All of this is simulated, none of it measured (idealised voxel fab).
The following process module bears the name voxel capacitor over wiring.
Displayed cross-section: cut, width of 245 nm, square cells sized 5 nm.
Cross-section, as written here: a square-cell grid given band by band from the top down, where a band holds one or more rows of cells. Quick guide to a band line: top height, bottom height (nm) up front; then every material left to right with its width in nm. Only one material and it's marked "edge to edge"? Then it fills the band edge to edge. And "blank" just means empty space. Height reference: 0 = level under which incoming wafer is all one material. Lowest band: no bottom, runs on downward, e.g. "0 nm and below". It should be noted that a width expressed as "30 to 40" varies in equal increments from row to row of cells within the band, taking the value of the first number at the top row and that of the second number at the bottom row. Where a step carries "no change", the cross-section came out of it unchanged, cell for cell. "Closed void entries" enumerates empty spaces isolated from the top, with no open way to it, that contain at least 8 cells, giving each as width x height at distance from the left edge, all three in nm. Whatever follows a step's settings on its line is a remark the simulator itself makes about that step. overlay nm: step with mask; distance mask lay right of planned place; negative value = left of planned place.
-- Planned process steps
1: RECEIVE (material Si)
2: CONFORMAL_DEP (material SiO2; thk nm 10)
3: CONFORMAL_DEP (material SiN; thk nm 5)
4: DIRECTIONAL_DEP (material SiO2; thk nm 15)
5: PATTERN (tone open; mask id METAL_1; material resist; width nm 30; pitch nm 95; thk nm 20; overlay nm 0)
6: DIRECTIONAL_ETCH (etch materials SiO2; depth nm 15)
7: DIRECTIONAL_ETCH (etch materials SiN; depth nm 5)
8: STRIP (etch materials resist)
9: CONFORMAL_DEP (material TiN; thk nm 5)
10: FILL_DEP (material W; thk nm 5)
11: CMP (height nm 30)
12: EPI (material Ru; thk nm 5)
13: FILL_DEP (material SiCN; thk nm 5)
14: DIRECTIONAL_DEP (material lowk; thk nm 20)
15: DIRECTIONAL_DEP (material aC; thk nm 10)
16: PATTERN (tone open; mask id PLUG_1; material resist; width nm 15; thk nm 30; overlay nm 0)
17: DIRECTIONAL_ETCH (etch materials aC; depth nm 10)
18: STRIP (etch materials resist)
19: DIRECTIONAL_ETCH (etch materials lowk; depth nm 20)
20: DIRECTIONAL_ETCH (etch materials SiCN; depth nm 5)
21: STRIP (etch materials aC)
22: EPI (material Ru; thk nm 10)
23: EPI (material Ru; thk nm 10)
24: EPI (material Ru; thk nm 5)
25: DIRECTIONAL_DEP (material TiN; thk nm 5)
26: DIRECTIONAL_DEP (material Al2O3; thk nm 5)
27: DIRECTIONAL_DEP (material TiN; thk nm 5)
28: PATTERN (tone cover; mask id UPPER_PLATE; material resist; width nm 70; thk nm 20; overlay nm 0)
29: DIRECTIONAL_ETCH (etch materials TiN; depth nm 5)
30: DIRECTIONAL_ETCH (etch materials Al2O3; depth nm 5)
31: STRIP (etch materials resist)
32: DIRECTIONAL_DEP (material aC; thk nm 10)
33: PATTERN (tone cover; mask id LOWER_PLATE; material resist; width nm 80; thk nm 30; overlay nm 0)
34: DIRECTIONAL_ETCH (etch materials aC; depth nm 10)
35: STRIP (etch materials resist)
36: DIRECTIONAL_ETCH (etch materials TiN; depth nm 5)
37: STRIP (etch materials aC)
38: FILL_DEP (material SiO2; thk nm 15)
39: CMP (height nm 85)
40: PATTERN (tone open; mask id PLUG_2; material resist; width nm 15; thk nm 15; overlay nm 0)
41: DIRECTIONAL_ETCH (etch materials SiO2; depth nm 10)
42: STRIP (etch materials resist)
43: CONFORMAL_DEP (material TiN; thk nm 5)
44: FILL_DEP (material Cu; thk nm 5)
45: CMP (height nm 85)
46: CONFORMAL_DEP (material SiCN; thk nm 5)
-- As-received state of the wafer in cross-section, equivalent to post-step 1
> 0 nm and below | Si edge to edge
> Closed void entries: none
-- As-planned run: cross-section of the first of two wafers at end of module
> 90 nm to 85 nm | SiCN edge to edge
> 85 nm to 80 nm | SiO2: 85; TiN: 5; Cu: 5; TiN: 5; SiO2: 145
> 80 nm to 70 nm | SiO2: 85 to 75; TiN: 15 to 70; SiO2: 145 to 100
> 70 nm to 65 nm | SiO2: 75; Al2O3: 70; SiO2: 100
> 65 nm to 60 nm | SiO2: 70; TiN: 80; SiO2: 95
> 60 nm to 40 nm | lowk: 75; Ru: 15; lowk: 155
> 40 nm to 35 nm | SiCN: 75; Ru: 15; SiCN: 155
> 35 nm to 30 nm | SiCN: 55; Ru: 40; SiCN: 55; Ru: 40; SiCN: 55
> 30 nm to 15 nm | SiO2: 60; TiN: 5; W: 20; TiN: 5; SiO2: 65; TiN: 5; W: 20; TiN: 5; SiO2: 60
> 15 nm to 10 nm | SiN: 60; TiN: 30; SiN: 65; TiN: 30; SiN: 60
> 10 nm to 0 nm | SiO2 edge to edge
> 0 nm and below | Si edge to edge
> Closed void entries: none
-- Second of two wafers, module complete, sectioned: it shares the first wafer's start and plan but was run with one mistake
> 95 nm to 90 nm | SiCN edge to edge
> 90 nm to 85 nm | TiN: 90; Cu: 5; TiN: 150
> 85 nm to 80 nm | SiO2: 85; TiN: 5; Cu: 5; TiN: 5; SiO2: 145
> 80 nm to 70 nm | SiO2: 85 to 75; TiN: 15 to 70; SiO2: 145 to 100
> 70 nm to 65 nm | SiO2: 75; Al2O3: 70; SiO2: 100
> 65 nm to 60 nm | SiO2: 70; TiN: 80; SiO2: 95
> 60 nm to 40 nm | lowk: 75; Ru: 15; lowk: 155
> 40 nm to 35 nm | SiCN: 75; Ru: 15; SiCN: 155
> 35 nm to 30 nm | SiCN: 55; Ru: 40; SiCN: 55; Ru: 40; SiCN: 55
> 30 nm to 15 nm | SiO2: 60; TiN: 5; W: 20; TiN: 5; SiO2: 65; TiN: 5; W: 20; TiN: 5; SiO2: 60
> 15 nm to 10 nm | SiN: 60; TiN: 30; SiN: 65; TiN: 30; SiN: 60
> 10 nm to 0 nm | SiO2 edge to edge
> 0 nm and below | Si edge to edge
> Closed void entries: none
Finding, execution versus plan: rather than as planned, step 45 actually ran as CMP (height nm 90)
In the final state, the cell counts of the second wafer exceed or fall short of those of the first for the following materials: Cu +1, TiN +48
